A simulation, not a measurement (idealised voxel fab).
The following is a process module called voxel spacer lines.
Section shown: cut. Width: 200 nm. Cell size: 5 nm, square.
Cross-section = grid of square cells, listed top down in bands; band = one or more rows. It is stipulated that each band's entry specify, in nanometres, the height of the top of the band and then that of its bottom, followed by the materials of the band in left-to-right sequence, each together with its width in nanometres. A single material marked by the word "edge to edge" is understood to fill the band from edge to edge; the word "air" is understood to denote empty space. The reference from which all heights are counted is 0, the level beneath which the as-received wafer is entirely one material; the lowest band, having no lower bound, proceeds downward and is written after the example "from 0 down". The notation "30..40" denotes a width that varies across the rows of cells in the band, beginning at the first number in the top row, finishing at the second number in the bottom row, and changing by an identical amount from each row to the next. It should be understood that the words "no modifications", when stated for a given step, signify that the cross-section underwent no change in any of its cells during that step. If an empty space has no open way to the top and is at least 8 cells in size, "Enclosed void catalog" lists it, written width x height at distance, where distance is measured from the left edge and every value is in nm. The remark found on a step's line after its settings is issued by the simulator itself and pertains to that step. "overlay nm" answers the question of how far to the right of plan the mask lay on a step that has a mask, and when it is negative the answer is to the left.

## Below is the list of planned process steps
1: RECEIVE | material Si
2: CONFORMAL_DEP | material Al2O3 | thk nm 5
3: DIRECTIONAL_DEP | material TiN | thk nm 20
4: DIRECTIONAL_DEP | material polySi | thk nm 20
5: PATTERN | tone cover | mask id MANDREL | material resist | width nm 20 | pitch nm 70 | thk nm 25 | overlay nm 0
6: DIRECTIONAL_ETCH | etch materials polySi | depth nm 20
7: STRIP | etch materials resist
8: CONFORMAL_DEP | material SiO2 | thk nm 15
9: DIRECTIONAL_ETCH | etch materials SiO2 | depth nm 15
10: STRIP | etch materials polySi
11: DIRECTIONAL_ETCH | etch materials TiN | depth nm 10
12: STRIP | etch materials SiO2
The wafers in this document start out alike and differ in the depth nm applied at step 11; the plan shows the value used for the first wafer.

## As-received cross-section, first of several wafers, post step 1
    from 0 down | Si edge to edge
    Enclosed void catalog: none

## Last step of the module is step 12; after it, the first of several wafers in cross-section
    from 25 to 15 | air 40 nm, TiN 15 nm, air 20 nm, TiN 15 nm, air 20 nm, TiN 15 nm, air 20 nm, TiN 15 nm, air 40 nm
    from 15 to 5 | TiN edge to edge
    from 5 to 0 | Al2O3 edge to edge
    from 0 down | Si edge to edge
    Enclosed void catalog: none

## End of module, last wafer sectioned
    from 25 to 5 | air 40 nm, TiN 15 nm, air 20 nm, TiN 15 nm, air 20 nm, TiN 15 nm, air 20 nm, TiN 15 nm, air 40 nm
    from 5 to 0 | Al2O3 edge to edge
    from 0 down | Si edge to edge
    Enclosed void catalog: none

## Per wafer (row), end of module: delta in cells per material since receipt, (+) for gained, (-) for lost; closed voids after that
depth nm 10, +40 Al2O3, +104 TiN, Enclosed void catalog: none
depth nm 15, +40 Al2O3, +76 TiN, Enclosed void catalog: none
depth nm 20, +40 Al2O3, +48 TiN, Enclosed void catalog: none
depth nm 25, +40 Al2O3, +48 TiN, Enclosed void catalog: none
depth nm 30, +40 Al2O3, +48 TiN, Enclosed void catalog: none
depth nm 35, +40 Al2O3, +48 TiN, Enclosed void catalog: none
